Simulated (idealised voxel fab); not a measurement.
process module | voxel self aligned contacts
Each square cell in cross-section cut measures 5 nm, and the section as a whole is 255 nm wide.
The cross-sections in this document take the form of a grid made of square cells. They are written out as bands, in order from top to bottom. Each band consists of one or more rows of cells.
Band entry format. Leading values: height of top, height of bottom, nm. Remainder: materials in left-to-right order, each with its width in nm. Special words: "throughout" on a single material, which then fills the band edge to edge; "empty", empty space.
Where do heights start? At 0: under that level the wafer as delivered is made of one material only. And the lowest band has no floor; it just carries on downward, as in "0 down".
You'd read "30 to 40" like this: the band's top row of cells is as wide as the first number, its bottom row is as wide as the second, and going down, every row changes width by the same amount as the row before did.
"nothing different" after a step means that no cell of the cross-section changed.
Each empty space that has no open way to the top and spans at least 8 cells appears under "Non-vented voids" as width x height at distance, the distance counted from the left edge, all in nm.
The remark found on a step's line after its settings is issued by the simulator itself and pertains to that step.
overlay nm: where the mask lay relative to plan, measured to the right, on steps with a mask; negatives go left.
## plan
1,RECEIVE | material Si
2,OXIDIZE | depth nm 5
3,DIRECTIONAL_DEP | material polySi | thk nm 20
4,DIRECTIONAL_DEP | material SiN | thk nm 20
5,DIRECTIONAL_DEP | material aC | thk nm 10
6,PATTERN | tone cover | mask id GATE | material resist | width nm 35 | pitch nm 60 | thk nm 30 | overlay nm 0
7,DIRECTIONAL_ETCH | etch materials aC | depth nm 10
8,STRIP | etch materials resist
9,DIRECTIONAL_ETCH | etch materials SiN | depth nm 20
10,DIRECTIONAL_ETCH | etch materials polySi | depth nm 20
11,STRIP | etch materials aC
12,CONFORMAL_DEP | material SiN | thk nm 5
13,DIRECTIONAL_ETCH | etch materials SiN | depth nm 5
14,FILL_DEP | material SiO2 | thk nm 15
15,CMP | height nm 45
16,DIRECTIONAL_DEP | material aC | thk nm 10
17,PATTERN | tone open | mask id CONTACT | material resist | width nm 35 | pitch nm 60 | thk nm 25 | overlay nm 0
18,DIRECTIONAL_ETCH | etch materials aC | depth nm 10
19,STRIP | etch materials resist
20,DIRECTIONAL_ETCH | etch materials SiO2 | depth nm 50
21,STRIP | etch materials aC
22,CONFORMAL_DEP | material TiN | thk nm 5
23,FILL_DEP | material W | thk nm 10
24,CMP | height nm 45
25,CONFORMAL_DEP | material SiCN | thk nm 5
## First of two wafers: run as planned
## Delivered wafer in cross-section: state after step 1
  0 down  Si throughout
  Non-vented voids: none
## Wafer xsec, post step 2
  0 to -5  SiO2 throughout
  Under the height -5 nothing was changed.
## Wafer xsec, post step 3
  20 to 0  polySi throughout
  Under the height 0 nothing was changed.
## Wafer xsec, post step 4
  40 to 20  SiN throughout
  Under the height 20 nothing was changed.
## Wafer xsec, post step 5
  50 to 40  aC throughout
  Under the height 40 nothing was changed.
## Wafer xsec, post step 6
  80 to 50  empty 50; resist 35; empty 25; resist 35; empty 25; resist 35; empty 50
  Under the height 50 nothing was changed.
## Wafer xsec, post step 7
  70 to 50  empty 50; resist 35; empty 25; resist 35; empty 25; resist 35; empty 50
  50 to 40  empty 50; aC 35; empty 25; aC 35; empty 25; aC 35; empty 50
  Under the height 40 nothing was changed.
## Wafer xsec, post step 8
  50 to 40  empty 50; aC 35; empty 25; aC 35; empty 25; aC 35; empty 50
  Under the height 40 nothing was changed.
## Wafer xsec, post step 9
  50 to 40  empty 50; aC 35; empty 25; aC 35; empty 25; aC 35; empty 50
  40 to 20  empty 50; SiN 35; empty 25; SiN 35; empty 25; SiN 35; empty 50
  Under the height 20 nothing was changed.
## Wafer xsec, post step 10
  50 to 40  empty 50; aC 35; empty 25; aC 35; empty 25; aC 35; empty 50
  40 to 20  empty 50; SiN 35; empty 25; SiN 35; empty 25; SiN 35; empty 50
  20 to 0  empty 50; polySi 35; empty 25; polySi 35; empty 25; polySi 35; empty 50
  Under the height 0 nothing was changed.
## Wafer xsec, post step 11
  40 to 20  empty 50; SiN 35; empty 25; SiN 35; empty 25; SiN 35; empty 50
  Under the height 20 nothing was changed.
## Wafer xsec, post step 12
  45 to 20  empty 45; SiN 45; empty 15; SiN 45; empty 15; SiN 45; empty 45
  20 to 5  empty 45; SiN 5; polySi 35; SiN 5; empty 15; SiN 5; polySi 35; SiN 5; empty 15; SiN 5; polySi 35; SiN 5; empty 45
  5 to 0  SiN 50; polySi 35; SiN 25; polySi 35; SiN 25; polySi 35; SiN 50
  Under the height 0 nothing was changed.
## Wafer xsec, post step 13
  40 to 20  empty 45; SiN 45; empty 15; SiN 45; empty 15; SiN 45; empty 45
  20 to 0  empty 45; SiN 5; polySi 35; SiN 5; empty 15; SiN 5; polySi 35; SiN 5; empty 15; SiN 5; polySi 35; SiN 5; empty 45
  Under the height 0 nothing was changed.
## Wafer xsec, post step 14
  55 to 40  SiO2 throughout
  40 to 20  SiO2 45; SiN 45; SiO2 15; SiN 45; SiO2 15; SiN 45; SiO2 45
  20 to 0  SiO2 45; SiN 5; polySi 35; SiN 5; SiO2 15; SiN 5; polySi 35; SiN 5; SiO2 15; SiN 5; polySi 35; SiN 5; SiO2 45
  Under the height 0 nothing was changed.
## Wafer xsec, post step 15
  45 to 40  SiO2 throughout
  Under the height 40 nothing was changed.
## Wafer xsec, post step 16
  55 to 45  aC throughout
  Under the height 45 nothing was changed.
## Wafer xsec, post step 17
  80 to 55  resist 80; empty 35; resist 25; empty 35; resist 80
  Under the height 55 nothing was changed.
## Wafer xsec, post step 18
  70 to 55  resist 80; empty 35; resist 25; empty 35; resist 80
  55 to 45  aC 80; empty 35; aC 25; empty 35; aC 80
  Under the height 45 nothing was changed.
## Wafer xsec, post step 19
  55 to 45  aC 80; empty 35; aC 25; empty 35; aC 80
  Under the height 45 nothing was changed.
## Wafer xsec, post step 20
  55 to 45  aC 80; empty 35; aC 25; empty 35; aC 80
  45 to 40  SiO2 80; empty 35; SiO2 25; empty 35; SiO2 80
  40 to 20  SiO2 45; SiN 45; empty 15; SiN 45; empty 15; SiN 45; SiO2 45
  20 to 0  SiO2 45; SiN 5; polySi 35; SiN 5; empty 15; SiN 5; polySi 35; SiN 5; empty 15; SiN 5; polySi 35; SiN 5; SiO2 45
  0 to -5  SiO2 90; empty 15; SiO2 45; empty 15; SiO2 90
  Under the height -5 nothing was changed.
## Wafer xsec, post step 21
  45 to 40  SiO2 80; empty 35; SiO2 25; empty 35; SiO2 80
  Under the height 40 nothing was changed.
## Wafer xsec, post step 22
  50 to 45  TiN 85; empty 25; TiN 35; empty 25; TiN 85
  45 to 40  SiO2 80; TiN 15; empty 5; TiN 15; SiO2 25; TiN 15; empty 5; TiN 15; SiO2 80
  40 to 20  SiO2 45; SiN 45; TiN 5; empty 5; TiN 5; SiN 45; TiN 5; empty 5; TiN 5; SiN 45; SiO2 45
  20 to 0  SiO2 45; SiN 5; polySi 35; SiN 5; TiN 5; empty 5; TiN 5; SiN 5; polySi 35; SiN 5; TiN 5; empty 5; TiN 5; SiN 5; polySi 35; SiN 5; SiO2 45
  0 to -5  SiO2 90; TiN 15; SiO2 45; TiN 15; SiO2 90
  Under the height -5 nothing was changed.
## Wafer xsec, post step 23
  60 to 50  W throughout
  50 to 45  TiN 85; W 25; TiN 35; W 25; TiN 85
  45 to 40  SiO2 80; TiN 15; W 5; TiN 15; SiO2 25; TiN 15; W 5; TiN 15; SiO2 80
  40 to 20  SiO2 45; SiN 45; TiN 5; W 5; TiN 5; SiN 45; TiN 5; W 5; TiN 5; SiN 45; SiO2 45
  20 to 0  SiO2 45; SiN 5; polySi 35; SiN 5; TiN 5; W 5; TiN 5; SiN 5; polySi 35; SiN 5; TiN 5; W 5; TiN 5; SiN 5; polySi 35; SiN 5; SiO2 45
  Under the height 0 nothing was changed.
## Wafer xsec, post step 24
  45 to 40  SiO2 80; TiN 15; W 5; TiN 15; SiO2 25; TiN 15; W 5; TiN 15; SiO2 80
  Under the height 40 nothing was changed.
## Wafer xsec, post step 25
  50 to 45  SiCN throughout
  Under the height 45 nothing was changed.
## Wafer two of the pair: same origin, same plan, one error during the run; identical to wafer one up to and including step 5
## Cross-section of the second wafer corresponding to the planned conclusion of step 6
  80 to 50  empty 55; resist 30; empty 30; resist 30; empty 30; resist 30; empty 50
  Under the height 50 nothing was changed.
## Cross-section of the second wafer corresponding to the planned conclusion of step 7
  70 to 50  empty 55; resist 30; empty 30; resist 30; empty 30; resist 30; empty 50
  50 to 40  empty 55; aC 30; empty 30; aC 30; empty 30; aC 30; empty 50
  Under the height 40 nothing was changed.
## Cross-section of the second wafer corresponding to the planned conclusion of step 8
  50 to 40  empty 55; aC 30; empty 30; aC 30; empty 30; aC 30; empty 50
  Under the height 40 nothing was changed.
## Cross-section of the second wafer corresponding to the planned conclusion of step 9
  50 to 40  empty 55; aC 30; empty 30; aC 30; empty 30; aC 30; empty 50
  40 to 20  empty 55; SiN 30; empty 30; SiN 30; empty 30; SiN 30; empty 50
  Under the height 20 nothing was changed.
## Cross-section of the second wafer corresponding to the planned conclusion of step 10
  50 to 40  empty 55; aC 30; empty 30; aC 30; empty 30; aC 30; empty 50
  40 to 20  empty 55; SiN 30; empty 30; SiN 30; empty 30; SiN 30; empty 50
  20 to 0  empty 55; polySi 30; empty 30; polySi 30; empty 30; polySi 30; empty 50
  Under the height 0 nothing was changed.
## Cross-section of the second wafer corresponding to the planned conclusion of step 11
  40 to 20  empty 55; SiN 30; empty 30; SiN 30; empty 30; SiN 30; empty 50
  Under the height 20 nothing was changed.
## Cross-section of the second wafer corresponding to the planned conclusion of step 12
  45 to 20  empty 50; SiN 40; empty 20; SiN 40; empty 20; SiN 40; empty 45
  20 to 5  empty 50; SiN 5; polySi 30; SiN 5; empty 20; SiN 5; polySi 30; SiN 5; empty 20; SiN 5; polySi 30; SiN 5; empty 45
  5 to 0  SiN 55; polySi 30; SiN 30; polySi 30; SiN 30; polySi 30; SiN 50
  Under the height 0 nothing was changed.
## Cross-section of the second wafer corresponding to the planned conclusion of step 13
  40 to 20  empty 50; SiN 40; empty 20; SiN 40; empty 20; SiN 40; empty 45
  20 to 0  empty 50; SiN 5; polySi 30; SiN 5; empty 20; SiN 5; polySi 30; SiN 5; empty 20; SiN 5; polySi 30; SiN 5; empty 45
  Under the height 0 nothing was changed.
## Cross-section of the second wafer corresponding to the planned conclusion of step 14
  55 to 40  SiO2 throughout
  40 to 20  SiO2 50; SiN 40; SiO2 20; SiN 40; SiO2 20; SiN 40; SiO2 45
  20 to 0  SiO2 50; SiN 5; polySi 30; SiN 5; SiO2 20; SiN 5; polySi 30; SiN 5; SiO2 20; SiN 5; polySi 30; SiN 5; SiO2 45
  Under the height 0 nothing was changed.
## Cross-section of the second wafer corresponding to the planned conclusion of step 15
  45 to 40  SiO2 throughout
  Under the height 40 nothing was changed.
## Cross-section of the second wafer corresponding to the planned conclusion of step 16
  55 to 45  aC throughout
  Under the height 45 nothing was changed.
## Cross-section of the second wafer corresponding to the planned conclusion of step 17
  80 to 55  resist 80; empty 35; resist 25; empty 35; resist 80
  Under the height 55 nothing was changed.
## Cross-section of the second wafer corresponding to the planned conclusion of step 18
  70 to 55  resist 80; empty 35; resist 25; empty 35; resist 80
  55 to 45  aC 80; empty 35; aC 25; empty 35; aC 80
  Under the height 45 nothing was changed.
## Cross-section of the second wafer corresponding to the planned conclusion of step 19
  55 to 45  aC 80; empty 35; aC 25; empty 35; aC 80
  Under the height 45 nothing was changed.
## Cross-section of the second wafer corresponding to the planned conclusion of step 20
  55 to 45  aC 80; empty 35; aC 25; empty 35; aC 80
  45 to 40  SiO2 80; empty 35; SiO2 25; empty 35; SiO2 80
  40 to 20  SiO2 50; SiN 40; empty 20; SiN 40; empty 20; SiN 40; SiO2 45
  20 to 0  SiO2 50; SiN 5; polySi 30; SiN 5; empty 20; SiN 5; polySi 30; SiN 5; empty 20; SiN 5; polySi 30; SiN 5; SiO2 45
  0 to -5  SiO2 90; empty 20; SiO2 40; empty 20; SiO2 85
  Under the height -5 nothing was changed.
## Cross-section of the second wafer corresponding to the planned conclusion of step 21
  45 to 40  SiO2 80; empty 35; SiO2 25; empty 35; SiO2 80
  Under the height 40 nothing was changed.
## Cross-section of the second wafer corresponding to the planned conclusion of step 22
  50 to 45  TiN 85; empty 25; TiN 35; empty 25; TiN 85
  45 to 40  SiO2 80; TiN 15; empty 10; TiN 10; SiO2 25; TiN 15; empty 10; TiN 10; SiO2 80
  40 to 20  SiO2 50; SiN 40; TiN 5; empty 10; TiN 5; SiN 40; TiN 5; empty 10; TiN 5; SiN 40; SiO2 45
  20 to 0  SiO2 50; SiN 5; polySi 30; SiN 5; TiN 5; empty 10; TiN 5; SiN 5; polySi 30; SiN 5; TiN 5; empty 10; TiN 5; SiN 5; polySi 30; SiN 5; SiO2 45
  0 to -5  SiO2 90; TiN 20; SiO2 40; TiN 20; SiO2 85
  Under the height -5 nothing was changed.
## Cross-section of the second wafer corresponding to the planned conclusion of step 23
  60 to 50  W throughout
  50 to 45  TiN 85; W 25; TiN 35; W 25; TiN 85
  45 to 40  SiO2 80; TiN 15; W 10; TiN 10; SiO2 25; TiN 15; W 10; TiN 10; SiO2 80
  40 to 20  SiO2 50; SiN 40; TiN 5; W 10; TiN 5; SiN 40; TiN 5; W 10; TiN 5; SiN 40; SiO2 45
  20 to 0  SiO2 50; SiN 5; polySi 30; SiN 5; TiN 5; W 10; TiN 5; SiN 5; polySi 30; SiN 5; TiN 5; W 10; TiN 5; SiN 5; polySi 30; SiN 5; SiO2 45
  Under the height 0 nothing was changed.
## Cross-section of the second wafer corresponding to the planned conclusion of step 24
  45 to 40  SiO2 80; TiN 15; W 10; TiN 10; SiO2 25; TiN 15; W 10; TiN 10; SiO2 80
  Under the height 40 nothing was changed.
## Cross-section of the second wafer corresponding to the planned conclusion of step 25
  50 to 45  SiCN throughout
  Under the height 45 nothing was changed.
Heads up, the wafer didn't run the way we planned it: contrary to plan, step 6 was performed as PATTERN | tone cover | mask id GATE | material resist | width nm 30 | pitch nm 60 | thk nm 30 | overlay nm 0
Cell-count delta at end, second wafer over first, by material: 12 fewer of SiN; 6 more of SiO2; 18 more of W; 12 fewer of polySi
